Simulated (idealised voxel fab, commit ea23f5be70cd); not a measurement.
process module | voxel spacer lines
cross-section cut | 205 nm wide | cells 5 nm
A cross-section is a grid of square cells, given in bands from the top down. A band is one or more rows of cells.
Each band's line starts with the height of the band's top and of its bottom, in nm. Then come its materials from left to right, each with its width in nm. One material with "throughout" fills the band from edge to edge. "air" is empty space.
Height 0 is the level under which the wafer as received is all one material. The lowest band goes on downwards, as in "0 down".
A width such as "30 to 40" changes by the same amount from each row of cells to the next, from the band's top row to its bottom row.
"no change" after a step means that no cell of the cross-section changed.
closed voids: empty space of 8 cells or more with no open way to the top, each as width x height at its distance from the left edge, in nm
after a step's settings: what the simulator itself notes on the step
overlay nm, on a step with a mask: how far to the right of its planned place the mask lay; to the left if negative
plan
1 op RECEIVE | material Si
2 op CONFORMAL_DEP | material Al2O3 | thk nm 10
3 op DIRECTIONAL_DEP | material W | thk nm 15
4 op DIRECTIONAL_DEP | material aC | thk nm 20
5 op PATTERN | tone cover | mask id MANDREL | material resist | width nm 15 | pitch nm 50 | thk nm 25 | overlay nm -15
6 op DIRECTIONAL_ETCH | etch materials aC | depth nm 20
7 op STRIP | etch materials resist
8 op CONFORMAL_DEP | material SiO2 | thk nm 10
9 op DIRECTIONAL_ETCH | etch materials SiO2 | depth nm 10
10 op STRIP | etch materials aC
11 op DIRECTIONAL_ETCH | etch materials W | depth nm 15
12 op STRIP | etch materials SiO2
13 op FILL_DEP | material SiO2 | thk nm 10
14 op CMP | height nm 25
varied across the wafers: overlay nm of step 5. The plan shows the first wafer's value. All wafers start alike
first wafer as received, after step 1
  0 down: Si throughout
  closed voids: none
first wafer at the end, after step 14
  25 to 10: SiO2 45 | W 10 | SiO2 15 | W 10 | SiO2 15 | W 10 | SiO2 15 | W 10 | SiO2 75
  10 to 0: Al2O3 throughout
  0 down: Si throughout
  closed voids: none
last wafer at the end
  25 to 10: SiO2 75 | W 10 | SiO2 15 | W 10 | SiO2 15 | W 10 | SiO2 15 | W 10 | SiO2 45
  10 to 0: Al2O3 throughout
  0 down: Si throughout
  closed voids: none
each wafer at the end: cells of each material gained (+) or lost (-) since it was received, then its closed voids
overlay nm -15 | +82 Al2O3 | +99 SiO2 | +24 W | closed voids: none
overlay nm -10 | +82 Al2O3 | +99 SiO2 | +24 W | closed voids: none
overlay nm -5 | +82 Al2O3 | +99 SiO2 | +24 W | closed voids: none
overlay nm 0 | +82 Al2O3 | +99 SiO2 | +24 W | closed voids: none
overlay nm 5 | +82 Al2O3 | +99 SiO2 | +24 W | closed voids: none
overlay nm 10 | +82 Al2O3 | +99 SiO2 | +24 W | closed voids: none
overlay nm 15 | +82 Al2O3 | +99 SiO2 | +24 W | closed voids: none
